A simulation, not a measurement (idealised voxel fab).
Documented hereafter: the process module known as voxel transistor to metal.
Xsec cut, 185 nm wide, square cell size 5 nm.
When this document writes out a cross-section, it uses a grid of square cells and lists it as bands, beginning at the top and moving down, with a band standing for one or more rows of cells. A band entry consists of two parts. The first gives the height of the band's top and the height of its bottom, in nm. The rest lists the band's materials from left to right, each with its width in nm. A single material labelled with the word "all across" fills the band from edge to edge, and the word "blank" marks empty space. The level at which height equals 0 is the one under which the wafer, as it arrives, is entirely one material. No lower edge exists for the bottom band, which continues downward and is notated as in "0..down". You'd read "30 to 40" like this: the band's top row of cells is as wide as the first number, its bottom row is as wide as the second, and going down, every row changes width by the same amount as the row before did. No cell of the cross-section changed in a step that is given as "no change occurred". Listed in "Sealed internal voids": every empty space of 8 or more cells without an open way to the top. Form: width x height at distance, the distance being from the left edge, all in nm. Post-settings text on a step line: simulator's own remark regarding the step. What "overlay nm" on a step's line means: if the step has a mask, that mask lay this far to the right of its planned place, or, when the value is negative, to the left.

# Set out below are the planned steps of the process
1,op RECEIVE | material Si
2,op OXIDIZE | depth nm 5
3,op CONFORMAL_DEP | material SiN | thk nm 10
4,op DIRECTIONAL_DEP | material aC | thk nm 15
5,op PATTERN | tone cover | mask id ACTIVE | material resist | width nm 110 | thk nm 30 | overlay nm 0
6,op DIRECTIONAL_ETCH | etch materials aC | depth nm 15
7,op STRIP | etch materials resist
8,op DIRECTIONAL_ETCH | etch materials SiN | depth nm 10
9,op DIRECTIONAL_ETCH | etch materials SiO2 | depth nm 5
10,op DIRECTIONAL_ETCH | etch materials Si | depth nm 30
11,op STRIP | etch materials aC
12,op FILL_DEP | material SiO2 | thk nm 15
13,op CMP | height nm 10
14,op SELECTIVE_ETCH | etch materials SiO2 | depth nm 10
15,op STRIP | etch materials SiN
16,op SELECTIVE_ETCH | etch materials SiO2 | depth nm 5
17,op OXIDIZE | depth nm 5
18,op DIRECTIONAL_DEP | material polySi | thk nm 20
19,op DIRECTIONAL_DEP | material SiCN | thk nm 10
20,op MASKED_ETCH | tone cover | mask id GATE | width nm 30 | etch materials SiCN | depth nm 20 | overlay nm 0
21,op MASKED_ETCH | tone cover | mask id GATE | width nm 30 | etch materials polySi | depth nm 30 | overlay nm 0
22,op CONFORMAL_DEP | material SiO2 | thk nm 5
23,op DIRECTIONAL_ETCH | etch materials SiO2 | depth nm 5
24,op CONFORMAL_DEP | material SiN | thk nm 5
25,op DIRECTIONAL_ETCH | etch materials SiN | depth nm 5
26,op DIRECTIONAL_ETCH | etch materials SiO2 | depth nm 5
27,op DIRECTIONAL_ETCH | etch materials Si | depth nm 10
28,op EPI | material nSi | thk nm 15
29,op FILL_DEP | material SiO2 | thk nm 5
30,op CMP | height nm 15
31,op STRIP | etch materials polySi
32,op SELECTIVE_ETCH | etch materials SiO2 | depth nm 5
33,op CONFORMAL_DEP | material HfO2 | thk nm 5
34,op CONFORMAL_DEP | material TiN | thk nm 5
35,op FILL_DEP | material W | thk nm 10
36,op CMP | height nm 10
37,op DIRECTIONAL_DEP | material SiO2 | thk nm 10
38,op DIRECTIONAL_DEP | material aC | thk nm 10
39,op PATTERN | tone open | mask id CONTACT | material resist | width nm 15 | pitch nm 75 | thk nm 30 | overlay nm 0
40,op DIRECTIONAL_ETCH | etch materials aC | depth nm 10
41,op STRIP | etch materials resist
42,op DIRECTIONAL_ETCH | etch materials SiO2 | depth nm 25
43,op STRIP | etch materials aC
44,op CONFORMAL_DEP | material TiN | thk nm 5
45,op FILL_DEP | material Ru | thk nm 10
46,op CMP | height nm 20
47,op CONFORMAL_DEP | material SiN | thk nm 5
48,op DIRECTIONAL_DEP | material lowk | thk nm 25
49,op MASKED_ETCH | tone open | mask id METAL_1 | width nm 15 | pitch nm 75 | etch materials lowk | depth nm 25 | overlay nm 0
50,op MASKED_ETCH | tone open | mask id METAL_1 | width nm 15 | pitch nm 75 | etch materials SiN | depth nm 5 | overlay nm 0
51,op CONFORMAL_DEP | material TiN | thk nm 5
52,op FILL_DEP | material Ru | thk nm 10
53,op CMP | height nm 50
54,op EPI | material Ru | thk nm 5
55,op FILL_DEP | material SiCN | thk nm 5
56,op DIRECTIONAL_DEP | material lowk | thk nm 30
57,op PATTERN | tone open | mask id METAL_2 | material resist | width nm 15 | pitch nm 75 | thk nm 15 | overlay nm 0
58,op DIRECTIONAL_ETCH | etch materials lowk | depth nm 20
59,op STRIP | etch materials resist
60,op MASKED_ETCH | tone open | mask id METAL_2_HOLES | width nm 15 | pitch nm 75 | etch materials lowk | depth nm 10 | overlay nm 0
61,op MASKED_ETCH | tone open | mask id METAL_2_HOLES | width nm 15 | pitch nm 75 | etch materials SiCN | depth nm 5 | overlay nm 0
62,op CONFORMAL_DEP | material TiN | thk nm 5
63,op FILL_DEP | material Cu | thk nm 10
64,op CMP | height nm 90
65,op CONFORMAL_DEP | material SiN | thk nm 5

# The first of the two wafers, which ran as planned

# Cross-section of the wafer upon arrival, representing the state reached after step 1
- 0..down  Si all across
- Sealed internal voids: none

# After step 2: wafer cross-section
- 0..-5  SiO2 all across
- Everything under -5 stays put, no change at all.

# After step 3: wafer cross-section
- 10..0  SiN all across
- Everything under 0 stays put, no change at all.

# After step 4: wafer cross-section
- 25..10  aC all across
- Everything under 10 stays put, no change at all.

# After step 5: wafer cross-section
- 55..25  blank 35  resist 110  blank 40
- Everything under 25 stays put, no change at all.

# After step 6: wafer cross-section
- 40..25  blank 35  resist 110  blank 40
- 25..10  blank 35  aC 110  blank 40
- Everything under 10 stays put, no change at all.

# After step 7: wafer cross-section
- 25..10  blank 35  aC 110  blank 40
- Everything under 10 stays put, no change at all.

# After step 8: wafer cross-section
- 25..10  blank 35  aC 110  blank 40
- 10..0  blank 35  SiN 110  blank 40
- Everything under 0 stays put, no change at all.

# After step 9: wafer cross-section
- 25..10  blank 35  aC 110  blank 40
- 10..0  blank 35  SiN 110  blank 40
- 0..-5  blank 35  SiO2 110  blank 40
- Everything under -5 stays put, no change at all.

# After step 10: wafer cross-section
- 25..10  blank 35  aC 110  blank 40
- 10..0  blank 35  SiN 110  blank 40
- 0..-5  blank 35  SiO2 110  blank 40
- -5..-35  blank 35  Si 110  blank 40
- Everything under -35 stays put, no change at all.

# After step 11: wafer cross-section
- 10..0  blank 35  SiN 110  blank 40
- Everything under 0 stays put, no change at all.

# After step 12: wafer cross-section
- 25..10  SiO2 all across
- 10..0  SiO2 35  SiN 110  SiO2 40
- 0..-5  SiO2 all across
- -5..-35  SiO2 35  Si 110  SiO2 40
- Everything under -35 stays put, no change at all.

# After step 13: wafer cross-section
- 10..0  SiO2 35  SiN 110  SiO2 40
- Everything under 0 stays put, no change at all.

# After step 14: wafer cross-section
- 10..0  blank 35  SiN 110  blank 40
- Everything under 0 stays put, no change at all.

# After step 15: wafer cross-section
- 0..-5  SiO2 all across
- Everything under -5 stays put, no change at all.

# After step 16: wafer cross-section
- -5..-35  SiO2 35  Si 110  SiO2 40
- Everything under -35 stays put, no change at all.

# After step 17: wafer cross-section
- -5..-10  SiO2 all across
- Everything under -10 stays put, no change at all.

# After step 18: wafer cross-section
- 15..-5  polySi all across
- Everything under -5 stays put, no change at all.

# After step 19: wafer cross-section
- 25..15  SiCN all across
- Everything under 15 stays put, no change at all.

# After step 20: wafer cross-section
- 25..15  blank 75  SiCN 30  blank 80
- Everything under 15 stays put, no change at all.

# After step 21: wafer cross-section
- 25..15  blank 75  SiCN 30  blank 80
- 15..-5  blank 75  polySi 30  blank 80
- Everything under -5 stays put, no change at all.

# After step 22: wafer cross-section
- 30..25  blank 70  SiO2 40  blank 75
- 25..15  blank 70  SiO2 5  SiCN 30  SiO2 5  blank 75
- 15..0  blank 70  SiO2 5  polySi 30  SiO2 5  blank 75
- 0..-5  SiO2 75  polySi 30  SiO2 80
- Everything under -5 stays put, no change at all.

# After step 23: wafer cross-section
- 25..15  blank 70  SiO2 5  SiCN 30  SiO2 5  blank 75
- 15..-5  blank 70  SiO2 5  polySi 30  SiO2 5  blank 75
- Everything under -5 stays put, no change at all.

# After step 24: wafer cross-section
- 30..25  blank 65  SiN 50  blank 70
- 25..15  blank 65  SiN 5  SiO2 5  SiCN 30  SiO2 5  SiN 5  blank 70
- 15..0  blank 65  SiN 5  SiO2 5  polySi 30  SiO2 5  SiN 5  blank 70
- 0..-5  SiN 70  SiO2 5  polySi 30  SiO2 5  SiN 75
- Everything under -5 stays put, no change at all.

# After step 25: wafer cross-section
- 25..15  blank 65  SiN 5  SiO2 5  SiCN 30  SiO2 5  SiN 5  blank 70
- 15..-5  blank 65  SiN 5  SiO2 5  polySi 30  SiO2 5  SiN 5  blank 70
- Everything under -5 stays put, no change at all.

# After step 26: wafer cross-section
- 25..20  blank 65  SiN 5  blank 5  SiCN 30  blank 5  SiN 5  blank 70
- 20..15  blank 65  SiN 5  SiO2 5  SiCN 30  SiO2 5  SiN 5  blank 70
- 15..-5  blank 65  SiN 5  SiO2 5  polySi 30  SiO2 5  SiN 5  blank 70
- -5..-10  blank 65  SiO2 50  blank 70
- Everything under -10 stays put, no change at all.

# After step 27: wafer cross-section
- 25..20  blank 65  SiN 5  blank 5  SiCN 30  blank 5  SiN 5  blank 70
- 20..15  blank 65  SiN 5  SiO2 5  SiCN 30  SiO2 5  SiN 5  blank 70
- 15..-5  blank 65  SiN 5  SiO2 5  polySi 30  SiO2 5  SiN 5  blank 70
- -5..-10  blank 65  SiO2 50  blank 70
- -10..-20  SiO2 35  blank 30  Si 50  blank 30  SiO2 40
- Everything under -20 stays put, no change at all.

# After step 28: wafer cross-section
- 25..20  blank 65  SiN 5  blank 5  SiCN 30  blank 5  SiN 5  blank 70
- 20..15  blank 65  SiN 5  SiO2 5  SiCN 30  SiO2 5  SiN 5  blank 70
- 15..5  blank 65  SiN 5  SiO2 5  polySi 30  SiO2 5  SiN 5  blank 70
- 5..-5  blank 50  nSi 15  SiN 5  SiO2 5  polySi 30  SiO2 5  SiN 5  nSi 15  blank 55
- -5..-10  blank 30  nSi 35  SiO2 50  nSi 35  blank 35
- -10..-20  SiO2 35  nSi 30  Si 50  nSi 30  SiO2 40
- Everything under -20 stays put, no change at all.

# After step 29: wafer cross-section
- 30..25  SiO2 all across
- 25..15  SiO2 65  SiN 5  SiO2 5  SiCN 30  SiO2 5  SiN 5  SiO2 70
- 15..5  SiO2 65  SiN 5  SiO2 5  polySi 30  SiO2 5  SiN 5  SiO2 70
- 5..-5  SiO2 50  nSi 15  SiN 5  SiO2 5  polySi 30  SiO2 5  SiN 5  nSi 15  SiO2 55
- -5..-10  SiO2 30  nSi 35  SiO2 50  nSi 35  SiO2 35
- Everything under -10 stays put, no change at all.

# After step 30: wafer cross-section
- 15..5  SiO2 65  SiN 5  SiO2 5  polySi 30  SiO2 5  SiN 5  SiO2 70
- Everything under 5 stays put, no change at all.

# After step 31: wafer cross-section
- 15..5  SiO2 65  SiN 5  SiO2 5  blank 30  SiO2 5  SiN 5  SiO2 70
- 5..-5  SiO2 50  nSi 15  SiN 5  SiO2 5  blank 30  SiO2 5  SiN 5  nSi 15  SiO2 55
- Everything under -5 stays put, no change at all.

# After step 32: wafer cross-section
- 15..10  blank 65  SiN 5  blank 40  SiN 5  blank 70
- 10..5  SiO2 65  SiN 5  blank 40  SiN 5  SiO2 70
- 5..-5  SiO2 50  nSi 15  SiN 5  blank 40  SiN 5  nSi 15  SiO2 55
- -5..-10  SiO2 30  nSi 35  SiO2 5  blank 40  SiO2 5  nSi 35  SiO2 35
- Everything under -10 stays put, no change at all.

# After step 33: wafer cross-section
- 20..15  blank 60  HfO2 15  blank 30  HfO2 15  blank 65
- 15..10  HfO2 65  SiN 5  HfO2 5  blank 30  HfO2 5  SiN 5  HfO2 70
- 10..5  SiO2 65  SiN 5  HfO2 5  blank 30  HfO2 5  SiN 5  SiO2 70
- 5..-5  SiO2 50  nSi 15  SiN 5  HfO2 5  blank 30  HfO2 5  SiN 5  nSi 15  SiO2 55
- -5..-10  SiO2 30  nSi 35  SiO2 5  HfO2 40  SiO2 5  nSi 35  SiO2 35
- Everything under -10 stays put, no change at all.

# After step 34: wafer cross-section
- 25..20  blank 55  TiN 25  blank 20  TiN 25  blank 60
- 20..15  TiN 60  HfO2 15  TiN 5  blank 20  TiN 5  HfO2 15  TiN 65
- 15..10  HfO2 65  SiN 5  HfO2 5  TiN 5  blank 20  TiN 5  HfO2 5  SiN 5  HfO2 70
- 10..5  SiO2 65  SiN 5  HfO2 5  TiN 5  blank 20  TiN 5  HfO2 5  SiN 5  SiO2 70
- 5..0  SiO2 50  nSi 15  SiN 5  HfO2 5  TiN 5  blank 20  TiN 5  HfO2 5  SiN 5  nSi 15  SiO2 55
- 0..-5  SiO2 50  nSi 15  SiN 5  HfO2 5  TiN 30  HfO2 5  SiN 5  nSi 15  SiO2 55
- Everything under -5 stays put, no change at all.

# After step 35: wafer cross-section
- 35..25  W all across
- 25..20  W 55  TiN 25  W 20  TiN 25  W 60
- 20..15  TiN 60  HfO2 15  TiN 5  W 20  TiN 5  HfO2 15  TiN 65
- 15..10  HfO2 65  SiN 5  HfO2 5  TiN 5  W 20  TiN 5  HfO2 5  SiN 5  HfO2 70
- 10..5  SiO2 65  SiN 5  HfO2 5  TiN 5  W 20  TiN 5  HfO2 5  SiN 5  SiO2 70
- 5..0  SiO2 50  nSi 15  SiN 5  HfO2 5  TiN 5  W 20  TiN 5  HfO2 5  SiN 5  nSi 15  SiO2 55
- Everything under 0 stays put, no change at all.

# After step 36: wafer cross-section
- 10..5  SiO2 65  SiN 5  HfO2 5  TiN 5  W 20  TiN 5  HfO2 5  SiN 5  SiO2 70
- Everything under 5 stays put, no change at all.

# After step 37: wafer cross-section
- 20..10  SiO2 all across
- Everything under 10 stays put, no change at all.

# After step 38: wafer cross-section
- 30..20  aC all across
- Everything under 20 stays put, no change at all.

# After step 39: wafer cross-section
- 60..30  resist 45  blank 15  resist 60  blank 15  resist 50
- Everything under 30 stays put, no change at all.

# After step 40: wafer cross-section
- 50..30  resist 45  blank 15  resist 60  blank 15  resist 50
- 30..20  aC 45  blank 15  aC 60  blank 15  aC 50
- Everything under 20 stays put, no change at all.

# After step 41: wafer cross-section
- 30..20  aC 45  blank 15  aC 60  blank 15  aC 50
- Everything under 20 stays put, no change at all.

# After step 42: wafer cross-section
- 30..20  aC 45  blank 15  aC 60  blank 15  aC 50
- 20..10  SiO2 45  blank 15  SiO2 60  blank 15  SiO2 50
- 10..5  SiO2 45  blank 15  SiO2 5  SiN 5  HfO2 5  TiN 5  W 20  TiN 5  HfO2 5  SiN 5  SiO2 5  blank 15  SiO2 50
- 5..0  SiO2 45  blank 5  nSi 15  SiN 5  HfO2 5  TiN 5  W 20  TiN 5  HfO2 5  SiN 5  nSi 15  blank 5  SiO2 50
- 0..-5  SiO2 45  blank 5  nSi 15  SiN 5  HfO2 5  TiN 30  HfO2 5  SiN 5  nSi 15  blank 5  SiO2 50
- Everything under -5 stays put, no change at all.

# After step 43: wafer cross-section
- 20..10  SiO2 45  blank 15  SiO2 60  blank 15  SiO2 50
- Everything under 10 stays put, no change at all.

# After step 44: wafer cross-section
- 25..20  TiN 50  blank 5  TiN 70  blank 5  TiN 55
- 20..10  SiO2 45  TiN 5  blank 5  TiN 5  SiO2 60  TiN 5  blank 5  TiN 5  SiO2 50
- 10..5  SiO2 45  TiN 15  SiO2 5  SiN 5  HfO2 5  TiN 5  W 20  TiN 5  HfO2 5  SiN 5  SiO2 5  TiN 15  SiO2 50
- 5..0  SiO2 45  TiN 5  nSi 15  SiN 5  HfO2 5  TiN 5  W 20  TiN 5  HfO2 5  SiN 5  nSi 15  TiN 5  SiO2 50
- 0..-5  SiO2 45  TiN 5  nSi 15  SiN 5  HfO2 5  TiN 30  HfO2 5  SiN 5  nSi 15  TiN 5  SiO2 50
- Everything under -5 stays put, no change at all.

# After step 45: wafer cross-section
- 35..25  Ru all across
- 25..20  TiN 50  Ru 5  TiN 70  Ru 5  TiN 55
- 20..10  SiO2 45  TiN 5  Ru 5  TiN 5  SiO2 60  TiN 5  Ru 5  TiN 5  SiO2 50
- Everything under 10 stays put, no change at all.

# After step 46: wafer cross-section
- 20..10  SiO2 45  TiN 5  Ru 5  TiN 5  SiO2 60  TiN 5  Ru 5  TiN 5  SiO2 50
- Everything under 10 stays put, no change at all.

# After step 47: wafer cross-section
- 25..20  SiN all across
- Everything under 20 stays put, no change at all.

# After step 48: wafer cross-section
- 50..25  lowk all across
- Everything under 25 stays put, no change at all.

# After step 49: wafer cross-section
- 50..25  lowk 45  blank 15  lowk 60  blank 15  lowk 50
- Everything under 25 stays put, no change at all.

# After step 50: wafer cross-section
- 50..25  lowk 45  blank 15  lowk 60  blank 15  lowk 50
- 25..20  SiN 45  blank 15  SiN 60  blank 15  SiN 50
- Everything under 20 stays put, no change at all.

# After step 51: wafer cross-section
- 55..50  TiN 50  blank 5  TiN 70  blank 5  TiN 55
- 50..25  lowk 45  TiN 5  blank 5  TiN 5  lowk 60  TiN 5  blank 5  TiN 5  lowk 50
- 25..20  SiN 45  TiN 15  SiN 60  TiN 15  SiN 50
- Everything under 20 stays put, no change at all.

# After step 52: wafer cross-section
- 65..55  Ru all across
- 55..50  TiN 50  Ru 5  TiN 70  Ru 5  TiN 55
- 50..25  lowk 45  TiN 5  Ru 5  TiN 5  lowk 60  TiN 5  Ru 5  TiN 5  lowk 50
- Everything under 25 stays put, no change at all.

# After step 53: wafer cross-section
- 50..25  lowk 45  TiN 5  Ru 5  TiN 5  lowk 60  TiN 5  Ru 5  TiN 5  lowk 50
- Everything under 25 stays put, no change at all.

# After step 54: wafer cross-section
- 55..50  blank 40  Ru 25  blank 50  Ru 25  blank 45
- Everything under 50 stays put, no change at all.

# After step 55: wafer cross-section
- 60..55  SiCN all across
- 55..50  SiCN 40  Ru 25  SiCN 50  Ru 25  SiCN 45
- Everything under 50 stays put, no change at all.

# After step 56: wafer cross-section
- 90..60  lowk all across
- Everything under 60 stays put, no change at all.

# After step 57: wafer cross-section
- 105..90  resist 45  blank 15  resist 60  blank 15  resist 50
- Everything under 90 stays put, no change at all.

# After step 58: wafer cross-section
- 105..90  resist 45  blank 15  resist 60  blank 15  resist 50
- 90..70  lowk 45  blank 15  lowk 60  blank 15  lowk 50
- Everything under 70 stays put, no change at all.

# After step 59: wafer cross-section
- 90..70  lowk 45  blank 15  lowk 60  blank 15  lowk 50
- Everything under 70 stays put, no change at all.

# After step 60: wafer cross-section
- 90..60  lowk 45  blank 15  lowk 60  blank 15  lowk 50
- Everything under 60 stays put, no change at all.

# After step 61: wafer cross-section
- 90..60  lowk 45  blank 15  lowk 60  blank 15  lowk 50
- 60..55  SiCN 45  blank 15  SiCN 60  blank 15  SiCN 50
- Everything under 55 stays put, no change at all.

# After step 62: wafer cross-section
- 95..90  TiN 50  blank 5  TiN 70  blank 5  TiN 55
- 90..60  lowk 45  TiN 5  blank 5  TiN 5  lowk 60  TiN 5  blank 5  TiN 5  lowk 50
- 60..55  SiCN 45  TiN 15  SiCN 60  TiN 15  SiCN 50
- Everything under 55 stays put, no change at all.

# After step 63: wafer cross-section
- 105..95  Cu all across
- 95..90  TiN 50  Cu 5  TiN 70  Cu 5  TiN 55
- 90..60  lowk 45  TiN 5  Cu 5  TiN 5  lowk 60  TiN 5  Cu 5  TiN 5  lowk 50
- Everything under 60 stays put, no change at all.

# After step 64: wafer cross-section
- 90..60  lowk 45  TiN 5  Cu 5  TiN 5  lowk 60  TiN 5  Cu 5  TiN 5  lowk 50
- Everything under 60 stays put, no change at all.

# After step 65: wafer cross-section
- 95..90  SiN all across
- Everything under 90 stays put, no change at all.

# Regarding the second of the two wafers: it shared the first wafer's starting condition and process plan, yet one error occurred during its execution. Its history coincides with that of the first wafer up to and including step 26

# Cross-section, second wafer, at the end time the plan gives for step 27
- 25..20  blank 65  SiN 5  blank 5  SiCN 30  blank 5  SiN 5  blank 70
- 20..15  blank 65  SiN 5  SiO2 5  SiCN 30  SiO2 5  SiN 5  blank 70
- 15..5  blank 65  SiN 5  SiO2 5  polySi 30  SiO2 5  SiN 5  blank 70
- 5..-5  blank 20  nSi 45  SiN 5  SiO2 5  polySi 30  SiO2 5  SiN 5  nSi 45  blank 25
- -5..-10  blank 20  nSi 45  SiO2 50  nSi 45  blank 25
- Everything under -10 stays put, no change at all.

# Cross-section, second wafer, at the end time the plan gives for step 28
- 25..20  blank 65  SiN 5  blank 5  SiCN 30  blank 5  SiN 5  blank 70
- 20..15  blank 65  SiN 5  SiO2 5  SiCN 30  SiO2 5  SiN 5  blank 70
- 15..-5  blank 65  SiN 5  SiO2 5  polySi 30  SiO2 5  SiN 5  blank 70
- Everything under -5 stays put, no change at all.

# Cross-section, second wafer, at the end time the plan gives for step 29
- 30..25  SiO2 all across
- 25..15  SiO2 65  SiN 5  SiO2 5  SiCN 30  SiO2 5  SiN 5  SiO2 70
- 15..-5  SiO2 65  SiN 5  SiO2 5  polySi 30  SiO2 5  SiN 5  SiO2 70
- -5..-10  SiO2 20  nSi 45  SiO2 50  nSi 45  SiO2 25
- Everything under -10 stays put, no change at all.

# Cross-section, second wafer, at the end time the plan gives for step 30
- 15..-5  SiO2 65  SiN 5  SiO2 5  polySi 30  SiO2 5  SiN 5  SiO2 70
- Everything under -5 stays put, no change at all.

# Cross-section, second wafer, at the end time the plan gives for step 31
- 15..-5  SiO2 65  SiN 5  SiO2 5  blank 30  SiO2 5  SiN 5  SiO2 70
- Everything under -5 stays put, no change at all.

# Cross-section, second wafer, at the end time the plan gives for step 32
- 15..10  blank 65  SiN 5  blank 40  SiN 5  blank 70
- 10..-5  SiO2 65  SiN 5  blank 40  SiN 5  SiO2 70
- -5..-10  SiO2 20  nSi 45  SiO2 5  blank 40  SiO2 5  nSi 45  SiO2 25
- Everything under -10 stays put, no change at all.

# Cross-section, second wafer, at the end time the plan gives for step 33
- 20..15  blank 60  HfO2 15  blank 30  HfO2 15  blank 65
- 15..10  HfO2 65  SiN 5  HfO2 5  blank 30  HfO2 5  SiN 5  HfO2 70
- 10..-5  SiO2 65  SiN 5  HfO2 5  blank 30  HfO2 5  SiN 5  SiO2 70
- -5..-10  SiO2 20  nSi 45  SiO2 5  HfO2 40  SiO2 5  nSi 45  SiO2 25
- Everything under -10 stays put, no change at all.

# Cross-section, second wafer, at the end time the plan gives for step 34
- 25..20  blank 55  TiN 25  blank 20  TiN 25  blank 60
- 20..15  TiN 60  HfO2 15  TiN 5  blank 20  TiN 5  HfO2 15  TiN 65
- 15..10  HfO2 65  SiN 5  HfO2 5  TiN 5  blank 20  TiN 5  HfO2 5  SiN 5  HfO2 70
- 10..0  SiO2 65  SiN 5  HfO2 5  TiN 5  blank 20  TiN 5  HfO2 5  SiN 5  SiO2 70
- 0..-5  SiO2 65  SiN 5  HfO2 5  TiN 30  HfO2 5  SiN 5  SiO2 70
- Everything under -5 stays put, no change at all.

# Cross-section, second wafer, at the end time the plan gives for step 35
- 35..25  W all across
- 25..20  W 55  TiN 25  W 20  TiN 25  W 60
- 20..15  TiN 60  HfO2 15  TiN 5  W 20  TiN 5  HfO2 15  TiN 65
- 15..10  HfO2 65  SiN 5  HfO2 5  TiN 5  W 20  TiN 5  HfO2 5  SiN 5  HfO2 70
- 10..0  SiO2 65  SiN 5  HfO2 5  TiN 5  W 20  TiN 5  HfO2 5  SiN 5  SiO2 70
- Everything under 0 stays put, no change at all.

# Cross-section, second wafer, at the end time the plan gives for step 36
- 10..0  SiO2 65  SiN 5  HfO2 5  TiN 5  W 20  TiN 5  HfO2 5  SiN 5  SiO2 70
- Everything under 0 stays put, no change at all.

# Cross-section, second wafer, at the end time the plan gives for step 37
- 20..10  SiO2 all across
- Everything under 10 stays put, no change at all.

# Cross-section, second wafer, at the end time the plan gives for step 38
- 30..20  aC all across
- Everything under 20 stays put, no change at all.

# Cross-section, second wafer, at the end time the plan gives for step 39
- 60..30  resist 45  blank 15  resist 60  blank 15  resist 50
- Everything under 30 stays put, no change at all.

# Cross-section, second wafer, at the end time the plan gives for step 40
- 50..30  resist 45  blank 15  resist 60  blank 15  resist 50
- 30..20  aC 45  blank 15  aC 60  blank 15  aC 50
- Everything under 20 stays put, no change at all.

# Cross-section, second wafer, at the end time the plan gives for step 41
- 30..20  aC 45  blank 15  aC 60  blank 15  aC 50
- Everything under 20 stays put, no change at all.

# Cross-section, second wafer, at the end time the plan gives for step 42
- 30..20  aC 45  blank 15  aC 60  blank 15  aC 50
- 20..10  SiO2 45  blank 15  SiO2 60  blank 15  SiO2 50
- 10..0  SiO2 45  blank 15  SiO2 5  SiN 5  HfO2 5  TiN 5  W 20  TiN 5  HfO2 5  SiN 5  SiO2 5  blank 15  SiO2 50
- 0..-5  SiO2 45  blank 15  SiO2 5  SiN 5  HfO2 5  TiN 30  HfO2 5  SiN 5  SiO2 5  blank 15  SiO2 50
- Everything under -5 stays put, no change at all.

# Cross-section, second wafer, at the end time the plan gives for step 43
- 20..10  SiO2 45  blank 15  SiO2 60  blank 15  SiO2 50
- Everything under 10 stays put, no change at all.

# Cross-section, second wafer, at the end time the plan gives for step 44
- 25..20  TiN 50  blank 5  TiN 70  blank 5  TiN 55
- 20..10  SiO2 45  TiN 5  blank 5  TiN 5  SiO2 60  TiN 5  blank 5  TiN 5  SiO2 50
- 10..0  SiO2 45  TiN 5  blank 5  TiN 5  SiO2 5  SiN 5  HfO2 5  TiN 5  W 20  TiN 5  HfO2 5  SiN 5  SiO2 5  TiN 5  blank 5  TiN 5  SiO2 50
- 0..-5  SiO2 45  TiN 15  SiO2 5  SiN 5  HfO2 5  TiN 30  HfO2 5  SiN 5  SiO2 5  TiN 15  SiO2 50
- Everything under -5 stays put, no change at all.

# Cross-section, second wafer, at the end time the plan gives for step 45
- 35..25  Ru all across
- 25..20  TiN 50  Ru 5  TiN 70  Ru 5  TiN 55
- 20..10  SiO2 45  TiN 5  Ru 5  TiN 5  SiO2 60  TiN 5  Ru 5  TiN 5  SiO2 50
- 10..0  SiO2 45  TiN 5  Ru 5  TiN 5  SiO2 5  SiN 5  HfO2 5  TiN 5  W 20  TiN 5  HfO2 5  SiN 5  SiO2 5  TiN 5  Ru 5  TiN 5  SiO2 50
- Everything under 0 stays put, no change at all.

# Cross-section, second wafer, at the end time the plan gives for step 46
- 20..10  SiO2 45  TiN 5  Ru 5  TiN 5  SiO2 60  TiN 5  Ru 5  TiN 5  SiO2 50
- Everything under 10 stays put, no change at all.

# Cross-section, second wafer, at the end time the plan gives for step 47
- 25..20  SiN all across
- Everything under 20 stays put, no change at all.

# Cross-section, second wafer, at the end time the plan gives for step 48
- 50..25  lowk all across
- Everything under 25 stays put, no change at all.

# Cross-section, second wafer, at the end time the plan gives for step 49
- 50..25  lowk 45  blank 15  lowk 60  blank 15  lowk 50
- Everything under 25 stays put, no change at all.

# Cross-section, second wafer, at the end time the plan gives for step 50
- 50..25  lowk 45  blank 15  lowk 60  blank 15  lowk 50
- 25..20  SiN 45  blank 15  SiN 60  blank 15  SiN 50
- Everything under 20 stays put, no change at all.

# Cross-section, second wafer, at the end time the plan gives for step 51
- 55..50  TiN 50  blank 5  TiN 70  blank 5  TiN 55
- 50..25  lowk 45  TiN 5  blank 5  TiN 5  lowk 60  TiN 5  blank 5  TiN 5  lowk 50
- 25..20  SiN 45  TiN 15  SiN 60  TiN 15  SiN 50
- Everything under 20 stays put, no change at all.

# Cross-section, second wafer, at the end time the plan gives for step 52
- 65..55  Ru all across
- 55..50  TiN 50  Ru 5  TiN 70  Ru 5  TiN 55
- 50..25  lowk 45  TiN 5  Ru 5  TiN 5  lowk 60  TiN 5  Ru 5  TiN 5  lowk 50
- Everything under 25 stays put, no change at all.

# Cross-section, second wafer, at the end time the plan gives for step 53
- 50..25  lowk 45  TiN 5  Ru 5  TiN 5  lowk 60  TiN 5  Ru 5  TiN 5  lowk 50
- Everything under 25 stays put, no change at all.

# Cross-section, second wafer, at the end time the plan gives for step 54
- 55..50  blank 40  Ru 25  blank 50  Ru 25  blank 45
- Everything under 50 stays put, no change at all.

# Cross-section, second wafer, at the end time the plan gives for step 55
- 60..55  SiCN all across
- 55..50  SiCN 40  Ru 25  SiCN 50  Ru 25  SiCN 45
- Everything under 50 stays put, no change at all.

# Cross-section, second wafer, at the end time the plan gives for step 56
- 90..60  lowk all across
- Everything under 60 stays put, no change at all.

# Cross-section, second wafer, at the end time the plan gives for step 57
- 105..90  resist 45  blank 15  resist 60  blank 15  resist 50
- Everything under 90 stays put, no change at all.

# Cross-section, second wafer, at the end time the plan gives for step 58
- 105..90  resist 45  blank 15  resist 60  blank 15  resist 50
- 90..70  lowk 45  blank 15  lowk 60  blank 15  lowk 50
- Everything under 70 stays put, no change at all.

# Cross-section, second wafer, at the end time the plan gives for step 59
- 90..70  lowk 45  blank 15  lowk 60  blank 15  lowk 50
- Everything under 70 stays put, no change at all.

# Cross-section, second wafer, at the end time the plan gives for step 60
- 90..60  lowk 45  blank 15  lowk 60  blank 15  lowk 50
- Everything under 60 stays put, no change at all.

# Cross-section, second wafer, at the end time the plan gives for step 61
- 90..60  lowk 45  blank 15  lowk 60  blank 15  lowk 50
- 60..55  SiCN 45  blank 15  SiCN 60  blank 15  SiCN 50
- Everything under 55 stays put, no change at all.

# Cross-section, second wafer, at the end time the plan gives for step 62
- 95..90  TiN 50  blank 5  TiN 70  blank 5  TiN 55
- 90..60  lowk 45  TiN 5  blank 5  TiN 5  lowk 60  TiN 5  blank 5  TiN 5  lowk 50
- 60..55  SiCN 45  TiN 15  SiCN 60  TiN 15  SiCN 50
- Everything under 55 stays put, no change at all.

# Cross-section, second wafer, at the end time the plan gives for step 63
- 105..95  Cu all across
- 95..90  TiN 50  Cu 5  TiN 70  Cu 5  TiN 55
- 90..60  lowk 45  TiN 5  Cu 5  TiN 5  lowk 60  TiN 5  Cu 5  TiN 5  lowk 50
- Everything under 60 stays put, no change at all.

# Cross-section, second wafer, at the end time the plan gives for step 64
- 90..60  lowk 45  TiN 5  Cu 5  TiN 5  lowk 60  TiN 5  Cu 5  TiN 5  lowk 50
- Everything under 60 stays put, no change at all.

# Cross-section, second wafer, at the end time the plan gives for step 65
- 95..90  SiN all across
- Everything under 90 stays put, no change at all.
Misprocessing identified: it was found that steps 27 and 28 of the process plan had been performed in exchanged positions
Cell-count delta at end, second wafer over first, by material: 4 more of Ru, 24 more of Si, 4 more of TiN, 32 fewer of nSi
